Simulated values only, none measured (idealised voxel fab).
process module | voxel wiring stack
cross-section cut | 185 nm wide | cells 5 nm
A cross-section is a grid of square cells, given in bands from the top down. A band is one or more rows of cells.
Each band's line starts with the height of the band's top and of its bottom, in nm. Then come its materials from left to right, each with its width in nm. One material with "throughout" fills the band from edge to edge. "air" is empty space.
Height 0 is the level under which the wafer as received is all one material. The lowest band goes on downwards, as in "0 down".
A width such as "30 to 40" changes by the same amount from each row of cells to the next, from the band's top row to its bottom row.
"no change" after a step means that no cell of the cross-section changed.
closed voids: empty space of 8 cells or more with no open way to the top, each as width x height at its distance from the left edge, in nm
after a step's settings: what the simulator itself notes on the step
overlay nm, on a step with a mask: how far to the right of its planned place the mask lay; to the left if negative
plan
1 op RECEIVE | material Si
2 op CONFORMAL_DEP | material SiO2 | thk nm 10
3 op CONFORMAL_DEP | material SiCN | thk nm 5
4 op DIRECTIONAL_DEP | material SiO2 | thk nm 20
5 op PATTERN | tone open | mask id METAL_1 | material resist | width nm 25 | pitch nm 40 | thk nm 15 | overlay nm 0
6 op DIRECTIONAL_ETCH | etch materials SiO2 | depth nm 20
7 op DIRECTIONAL_ETCH | etch materials SiCN | depth nm 5
8 op STRIP | etch materials resist
9 op CONFORMAL_DEP | material TiN | thk nm 5
10 op FILL_DEP | material Cu | thk nm 5
11 op CMP | height nm 35
12 op CONFORMAL_DEP | material SiCN | thk nm 5
13 op DIRECTIONAL_DEP | material SiO2 | thk nm 30
14 op MASKED_ETCH | tone open | mask id METAL_2_HOLES | width nm 15 | pitch nm 80 | etch materials SiO2 | depth nm 30 | overlay nm 0
15 op MASKED_ETCH | tone open | mask id METAL_2 | width nm 25 | pitch nm 40 | etch materials SiO2 | depth nm 20 | overlay nm 0
16 op MASKED_ETCH | tone open | mask id METAL_2 | width nm 25 | pitch nm 40 | etch materials SiCN | depth nm 5 | overlay nm 0
17 op CONFORMAL_DEP | material TiN | thk nm 5
18 op FILL_DEP | material Cu | thk nm 10
19 op CMP | height nm 70
20 op CONFORMAL_DEP | material SiN | thk nm 5
first wafer, as planned
as received, after step 1
  0 down: Si throughout
  closed voids: none
after step 2
  10 to 0: SiO2 throughout
  below 0: unchanged
after step 3
  15 to 10: SiCN throughout
  below 10: unchanged
after step 4
  35 to 15: SiO2 throughout
  below 15: unchanged
after step 5
  50 to 35: resist 20 | air 25 | resist 15 | air 25 | resist 15 | air 25 | resist 15 | air 25 | resist 20
  below 35: unchanged
after step 6
  50 to 35: resist 20 | air 25 | resist 15 | air 25 | resist 15 | air 25 | resist 15 | air 25 | resist 20
  35 to 15: SiO2 20 | air 25 | SiO2 15 | air 25 | SiO2 15 | air 25 | SiO2 15 | air 25 | SiO2 20
  below 15: unchanged
after step 7
  50 to 35: resist 20 | air 25 | resist 15 | air 25 | resist 15 | air 25 | resist 15 | air 25 | resist 20
  35 to 15: SiO2 20 | air 25 | SiO2 15 | air 25 | SiO2 15 | air 25 | SiO2 15 | air 25 | SiO2 20
  15 to 10: SiCN 20 | air 25 | SiCN 15 | air 25 | SiCN 15 | air 25 | SiCN 15 | air 25 | SiCN 20
  below 10: unchanged
after step 8
  35 to 15: SiO2 20 | air 25 | SiO2 15 | air 25 | SiO2 15 | air 25 | SiO2 15 | air 25 | SiO2 20
  below 15: unchanged
after step 9
  40 to 35: TiN 25 | air 15 | TiN 25 | air 15 | TiN 25 | air 15 | TiN 25 | air 15 | TiN 25
  35 to 15: SiO2 20 | TiN 5 | air 15 | TiN 5 | SiO2 15 | TiN 5 | air 15 | TiN 5 | SiO2 15 | TiN 5 | air 15 | TiN 5 | SiO2 15 | TiN 5 | air 15 | TiN 5 | SiO2 20
  15 to 10: SiCN 20 | TiN 25 | SiCN 15 | TiN 25 | SiCN 15 | TiN 25 | SiCN 15 | TiN 25 | SiCN 20
  below 10: unchanged
after step 10
  45 to 40: Cu throughout
  40 to 35: TiN 25 | Cu 15 | TiN 25 | Cu 15 | TiN 25 | Cu 15 | TiN 25 | Cu 15 | TiN 25
  35 to 15: SiO2 20 | TiN 5 | Cu 15 | TiN 5 | SiO2 15 | TiN 5 | Cu 15 | TiN 5 | SiO2 15 | TiN 5 | Cu 15 | TiN 5 | SiO2 15 | TiN 5 | Cu 15 | TiN 5 | SiO2 20
  below 15: unchanged
after step 11
  35 to 15: SiO2 20 | TiN 5 | Cu 15 | TiN 5 | SiO2 15 | TiN 5 | Cu 15 | TiN 5 | SiO2 15 | TiN 5 | Cu 15 | TiN 5 | SiO2 15 | TiN 5 | Cu 15 | TiN 5 | SiO2 20
  below 15: unchanged
after step 12
  40 to 35: SiCN throughout
  below 35: unchanged
after step 13
  70 to 40: SiO2 throughout
  below 40: unchanged
after step 14
  70 to 40: SiO2 20 | air 15 | SiO2 65 | air 15 | SiO2 70
  below 40: unchanged
after step 15
  70 to 50: SiO2 20 | air 25 | SiO2 15 | air 25 | SiO2 15 | air 25 | SiO2 15 | air 25 | SiO2 20
  below 50: unchanged
after step 16
  70 to 50: SiO2 20 | air 25 | SiO2 15 | air 25 | SiO2 15 | air 25 | SiO2 15 | air 25 | SiO2 20
  50 to 40: SiO2 20 | air 15 | SiO2 65 | air 15 | SiO2 70
  40 to 35: SiCN 20 | air 15 | SiCN 65 | air 15 | SiCN 70
  below 35: unchanged
after step 17
  75 to 70: TiN 25 | air 15 | TiN 25 | air 15 | TiN 25 | air 15 | TiN 25 | air 15 | TiN 25
  70 to 55: SiO2 20 | TiN 5 | air 15 | TiN 5 | SiO2 15 | TiN 5 | air 15 | TiN 5 | SiO2 15 | TiN 5 | air 15 | TiN 5 | SiO2 15 | TiN 5 | air 15 | TiN 5 | SiO2 20
  55 to 50: SiO2 20 | TiN 5 | air 5 | TiN 15 | SiO2 15 | TiN 25 | SiO2 15 | TiN 5 | air 5 | TiN 15 | SiO2 15 | TiN 25 | SiO2 20
  50 to 40: SiO2 20 | TiN 5 | air 5 | TiN 5 | SiO2 65 | TiN 5 | air 5 | TiN 5 | SiO2 70
  40 to 35: SiCN 20 | TiN 15 | SiCN 65 | TiN 15 | SiCN 70
  below 35: unchanged
after step 18
  85 to 75: Cu throughout
  75 to 70: TiN 25 | Cu 15 | TiN 25 | Cu 15 | TiN 25 | Cu 15 | TiN 25 | Cu 15 | TiN 25
  70 to 55: SiO2 20 | TiN 5 | Cu 15 | TiN 5 | SiO2 15 | TiN 5 | Cu 15 | TiN 5 | SiO2 15 | TiN 5 | Cu 15 | TiN 5 | SiO2 15 | TiN 5 | Cu 15 | TiN 5 | SiO2 20
  55 to 50: SiO2 20 | TiN 5 | Cu 5 | TiN 15 | SiO2 15 | TiN 25 | SiO2 15 | TiN 5 | Cu 5 | TiN 15 | SiO2 15 | TiN 25 | SiO2 20
  50 to 40: SiO2 20 | TiN 5 | Cu 5 | TiN 5 | SiO2 65 | TiN 5 | Cu 5 | TiN 5 | SiO2 70
  below 40: unchanged
after step 19
  70 to 55: SiO2 20 | TiN 5 | Cu 15 | TiN 5 | SiO2 15 | TiN 5 | Cu 15 | TiN 5 | SiO2 15 | TiN 5 | Cu 15 | TiN 5 | SiO2 15 | TiN 5 | Cu 15 | TiN 5 | SiO2 20
  below 55: unchanged
after step 20
  75 to 70: SiN throughout
  below 70: unchanged
second wafer: like start, like plan, one mistake. Through step 13 it matches the first wafer
when step 14 should have ended
  70 to 40: SiO2 20 | air 20 | SiO2 60 | air 20 | SiO2 65
  below 40: unchanged
when step 15 should have ended
  70 to 50: SiO2 20 | air 25 | SiO2 15 | air 25 | SiO2 15 | air 25 | SiO2 15 | air 25 | SiO2 20
  below 50: unchanged
when step 16 should have ended
  70 to 50: SiO2 20 | air 25 | SiO2 15 | air 25 | SiO2 15 | air 25 | SiO2 15 | air 25 | SiO2 20
  50 to 40: SiO2 20 | air 20 | SiO2 60 | air 20 | SiO2 65
  40 to 35: SiCN 20 | air 20 | SiCN 60 | air 20 | SiCN 65
  below 35: unchanged
when step 17 should have ended
  75 to 70: TiN 25 | air 15 | TiN 25 | air 15 | TiN 25 | air 15 | TiN 25 | air 15 | TiN 25
  70 to 55: SiO2 20 | TiN 5 | air 15 | TiN 5 | SiO2 15 | TiN 5 | air 15 | TiN 5 | SiO2 15 | TiN 5 | air 15 | TiN 5 | SiO2 15 | TiN 5 | air 15 | TiN 5 | SiO2 20
  55 to 50: SiO2 20 | TiN 5 | air 10 | TiN 10 | SiO2 15 | TiN 25 | SiO2 15 | TiN 5 | air 10 | TiN 10 | SiO2 15 | TiN 25 | SiO2 20
  50 to 40: SiO2 20 | TiN 5 | air 10 | TiN 5 | SiO2 60 | TiN 5 | air 10 | TiN 5 | SiO2 65
  40 to 35: SiCN 20 | TiN 20 | SiCN 60 | TiN 20 | SiCN 65
  below 35: unchanged
when step 18 should have ended
  85 to 75: Cu throughout
  75 to 70: TiN 25 | Cu 15 | TiN 25 | Cu 15 | TiN 25 | Cu 15 | TiN 25 | Cu 15 | TiN 25
  70 to 55: SiO2 20 | TiN 5 | Cu 15 | TiN 5 | SiO2 15 | TiN 5 | Cu 15 | TiN 5 | SiO2 15 | TiN 5 | Cu 15 | TiN 5 | SiO2 15 | TiN 5 | Cu 15 | TiN 5 | SiO2 20
  55 to 50: SiO2 20 | TiN 5 | Cu 10 | TiN 10 | SiO2 15 | TiN 25 | SiO2 15 | TiN 5 | Cu 10 | TiN 10 | SiO2 15 | TiN 25 | SiO2 20
  50 to 40: SiO2 20 | TiN 5 | Cu 10 | TiN 5 | SiO2 60 | TiN 5 | Cu 10 | TiN 5 | SiO2 65
  below 40: unchanged
when step 19 should have ended
  70 to 55: SiO2 20 | TiN 5 | Cu 15 | TiN 5 | SiO2 15 | TiN 5 | Cu 15 | TiN 5 | SiO2 15 | TiN 5 | Cu 15 | TiN 5 | SiO2 15 | TiN 5 | Cu 15 | TiN 5 | SiO2 20
  below 55: unchanged
when step 20 should have ended
  75 to 70: SiN throughout
  below 70: unchanged
what went wrong: step 14 ran as: op MASKED_ETCH | tone open | mask id METAL_2_HOLES | width nm 20 | pitch nm 80 | etch materials SiO2 | depth nm 30 | overlay nm 0
at the end the second wafer has, in cells: 6 more of Cu | 2 fewer of SiCN | 4 fewer of SiO2
